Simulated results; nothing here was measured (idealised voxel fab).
This is a process module. Its name is voxel self aligned contacts.
Xsec cut, 215 nm wide, square cell size 5 nm.
Cross-section format: a grid of square cells, given as bands from top to bottom; each band is one or more rows of cells.
Top, bottom (nm), then materials left to right with widths (nm); lone material tagged "all across" fills the whole band edge to edge; "air" = empty space.
Below 0: as-received wafer, all one material; heights counted from there. Lowest band: no bottom, goes on down, written "top 0, no bottom".
You'd read "30..40" like this: the band's top row of cells is as wide as the first number, its bottom row is as wide as the second, and going down, every row changes width by the same amount as the row before did.
Where a step carries "same as before", the cross-section came out of it unchanged, cell for cell.
"Internal closed voids": empty spaces of 8 cells or more with no open way to the top, each given as width x height at distance, distance from the left edge, all in nm.
That trailing text on a step's line, after the settings, is the simulator's own remark on the step.
A step's line can hold "overlay nm"; with a mask on that step, the setting says how far right of the planned place the mask lay, while a negative setting says it lay to the left.

-- Below is the list of planned process steps
| 1 | RECEIVE [material Si] |
| 2 | OXIDIZE [depth nm 5] |
| 3 | DIRECTIONAL_DEP [material polySi] [thk nm 20] |
| 4 | DIRECTIONAL_DEP [material SiN] [thk nm 15] |
| 5 | DIRECTIONAL_DEP [material aC] [thk nm 15] |
| 6 | PATTERN [tone cover] [mask id GATE] [material resist] [width nm 30] [pitch nm 65] [thk nm 30] [overlay nm 0] |
| 7 | DIRECTIONAL_ETCH [etch materials aC] [depth nm 15] |
| 8 | STRIP [etch materials resist] |
| 9 | DIRECTIONAL_ETCH [etch materials SiN] [depth nm 15] |
| 10 | DIRECTIONAL_ETCH [etch materials polySi] [depth nm 20] |
| 11 | STRIP [etch materials aC] |
| 12 | CONFORMAL_DEP [material SiN] [thk nm 5] |
| 13 | DIRECTIONAL_ETCH [etch materials SiN] [depth nm 5] |
| 14 | FILL_DEP [material SiO2] [thk nm 15] |
| 15 | CMP [height nm 45] |
| 16 | DIRECTIONAL_DEP [material aC] [thk nm 10] |
| 17 | PATTERN [tone open] [mask id CONTACT] [material resist] [width nm 45] [pitch nm 65] [thk nm 25] [overlay nm 0] |
| 18 | DIRECTIONAL_ETCH [etch materials aC] [depth nm 10] |
| 19 | STRIP [etch materials resist] |
| 20 | DIRECTIONAL_ETCH [etch materials SiO2] [depth nm 50] |
| 21 | STRIP [etch materials aC] |
| 22 | CONFORMAL_DEP [material TiN] [thk nm 5] |
| 23 | FILL_DEP [material W] [thk nm 5] |
| 24 | CMP [height nm 45] |
| 25 | CONFORMAL_DEP [material SiN] [thk nm 5] |

-- As-received wafer cross-section (after step 1)
> top 0, no bottom = Si all across
> Internal closed voids: none

-- Cross-sectional image of the first of two wafers at the end of the module, the run having proceeded as planned
> top 50, bottom 45 = SiN all across
> top 45, bottom 35 = 50 nm SiO2, 5..15 nm TiN, 35..15 nm W, 5..15 nm TiN, 20 nm SiO2, 5..15 nm TiN, 35..15 nm W, 5..15 nm TiN, 55 nm SiO2
> top 35, bottom 20 = 20 nm SiO2, 40 nm SiN, 5 nm TiN, 15 nm W, 5 nm TiN, 40 nm SiN, 5 nm TiN, 15 nm W, 5 nm TiN, 40 nm SiN, 25 nm SiO2
> top 20, bottom 0 = 20 nm SiO2, 5 nm SiN, 30 nm polySi, 5 nm SiN, 5 nm TiN, 15 nm W, 5 nm TiN, 5 nm SiN, 30 nm polySi, 5 nm SiN, 5 nm TiN, 15 nm W, 5 nm TiN, 5 nm SiN, 30 nm polySi, 5 nm SiN, 25 nm SiO2
> top 0, bottom -5 = 60 nm SiO2, 25 nm TiN, 40 nm SiO2, 25 nm TiN, 65 nm SiO2
> top -5, no bottom = Si all across
> Internal closed voids: none

-- Cross-section, second wafer: same start as the first, same plan as the first, one mistake in running it; taken at the end of the module
> top 50, bottom 45 = SiN all across
> top 45, bottom 35 = 50 nm SiO2, 5..15 nm TiN, 35..15 nm W, 5..15 nm TiN, 20 nm SiO2, 5..15 nm TiN, 35..15 nm W, 5..15 nm TiN, 55 nm SiO2
> top 35, bottom 25 = 20 nm SiO2, 40 nm SiN, 5 nm TiN, 15 nm W, 5 nm TiN, 40 nm SiN, 5 nm TiN, 15 nm W, 5 nm TiN, 40 nm SiN, 25 nm SiO2
> top 25, bottom 20 = 20 nm SiO2, 40 nm SiN, 25 nm TiN, 40 nm SiN, 25 nm TiN, 40 nm SiN, 25 nm SiO2
> top 20, bottom 0 = SiN all across
> top 0, bottom -5 = SiO2 all across
> top -5, no bottom = Si all across
> Internal closed voids: none
Nonconformance to the process plan: rather than as planned, step 3 actually ran as DIRECTIONAL_DEP [material SiN] [thk nm 20]
Materials where the second wafer ends with more or fewer cells than the first: SiN +148, SiO2 -26, TiN -20, W -30, polySi -72
